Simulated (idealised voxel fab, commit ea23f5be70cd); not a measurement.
process module | voxel transistor to metal
cross-section cut | 210 nm wide | cells 5 nm
A cross-section is a grid of square cells, given in bands from the top down. A band is one or more rows of cells.
Each band's line starts with the height of the band's top and of its bottom, in nm. Then come its materials from left to right, each with its width in nm. One material with "throughout" fills the band from edge to edge. "air" is empty space.
Height 0 is the level under which the wafer as received is all one material. The lowest band goes on downwards, as in "0 down".
A width such as "30 to 40" changes by the same amount from each row of cells to the next, from the band's top row to its bottom row.
"no change" after a step means that no cell of the cross-section changed.
closed voids: empty space of 8 cells or more with no open way to the top, each as width x height at its distance from the left edge, in nm
after a step's settings: what the simulator itself notes on the step
overlay nm, on a step with a mask: how far to the right of its planned place the mask lay; to the left if negative
plan
1 op RECEIVE | material Si
2 op OXIDIZE | depth nm 5
3 op CONFORMAL_DEP | material SiN | thk nm 10
4 op PATTERN | tone cover | mask id ACTIVE | material resist | width nm 110 | thk nm 20 | overlay nm 0
5 op DIRECTIONAL_ETCH | etch materials SiN | depth nm 10
6 op DIRECTIONAL_ETCH | etch materials SiO2 | depth nm 5
7 op DIRECTIONAL_ETCH | etch materials Si | depth nm 30
8 op STRIP | etch materials resist
9 op OXIDIZE | depth nm 5
10 op FILL_DEP | material SiO2 | thk nm 10
11 op CMP | height nm 10
12 op SELECTIVE_ETCH | etch materials SiO2 | depth nm 5
13 op STRIP | etch materials SiN
14 op SELECTIVE_ETCH | etch materials SiO2 | depth nm 5
15 op OXIDIZE | depth nm 5
16 op DIRECTIONAL_DEP | material polySi | thk nm 20
17 op DIRECTIONAL_DEP | material SiCN | thk nm 10
18 op MASKED_ETCH | tone cover | mask id GATE | width nm 30 | etch materials SiCN | depth nm 20 | overlay nm 0
19 op MASKED_ETCH | tone cover | mask id GATE | width nm 20 | etch materials polySi | depth nm 30 | overlay nm 0
20 op CONFORMAL_DEP | material SiN | thk nm 5
21 op DIRECTIONAL_ETCH | etch materials SiN | depth nm 5
22 op DIRECTIONAL_ETCH | etch materials SiO2 | depth nm 5
23 op DIRECTIONAL_ETCH | etch materials Si | depth nm 15
24 op EPI | material pSi | thk nm 20
25 op FILL_DEP | material SiO2 | thk nm 10
26 op CMP | height nm 15
27 op STRIP | etch materials polySi
28 op SELECTIVE_ETCH | etch materials SiO2 | depth nm 5
29 op CONFORMAL_DEP | material HfO2 | thk nm 5
30 op CONFORMAL_DEP | material TiN | thk nm 5
31 op FILL_DEP | material W | thk nm 10
32 op CMP | height nm 10
33 op DIRECTIONAL_DEP | material SiO2 | thk nm 15
34 op MASKED_ETCH | tone open | mask id CONTACT | width nm 15 | pitch nm 75 | etch materials SiO2 | depth nm 30 | overlay nm 0
35 op CONFORMAL_DEP | material TiN | thk nm 5
36 op FILL_DEP | material Ru | thk nm 5
37 op CMP | height nm 25
38 op DIRECTIONAL_DEP | material TiN | thk nm 5
39 op DIRECTIONAL_DEP | material Ru | thk nm 20
40 op DIRECTIONAL_DEP | material aC | thk nm 15
41 op PATTERN | tone cover | mask id METAL_1 | material resist | width nm 15 | pitch nm 75 | thk nm 35 | overlay nm 0
42 op DIRECTIONAL_ETCH | etch materials aC | depth nm 15
43 op STRIP | etch materials resist
44 op DIRECTIONAL_ETCH | etch materials Ru | depth nm 20
45 op DIRECTIONAL_ETCH | etch materials TiN | depth nm 5
46 op STRIP | etch materials aC
47 op FILL_DEP | material lowk | thk nm 5
48 op CMP | height nm 50
49 op CONFORMAL_DEP | material SiN | thk nm 5
varied across the wafers: width nm of step 19. The plan shows the first wafer's value. All wafers start alike
first wafer as received, after step 1
  0 down: Si throughout
  closed voids: none
each wafer at the end: cells of each material gained (+) or lost (-) since it was received, then its closed voids
width nm 20 | +14 HfO2 | +28 Ru | -252 Si | +50 SiN | +330 SiO2 | +34 TiN | +4 W | +180 lowk | +74 pSi | closed voids: none
width nm 25 | +14 HfO2 | +28 Ru | -252 Si | +50 SiN | +330 SiO2 | +34 TiN | +4 W | +180 lowk | +74 pSi | closed voids: none
width nm 30 | +14 HfO2 | +28 Ru | -252 Si | +50 SiN | +330 SiO2 | +34 TiN | +4 W | +180 lowk | +74 pSi | closed voids: none
width nm 35 | +15 HfO2 | +28 Ru | -249 Si | +50 SiN | +330 SiO2 | +32 TiN | +6 W | +180 lowk | +70 pSi | closed voids: none
width nm 40 | +16 HfO2 | +28 Ru | -246 Si | +50 SiN | +330 SiO2 | +30 TiN | +8 W | +180 lowk | +66 pSi | closed voids: none
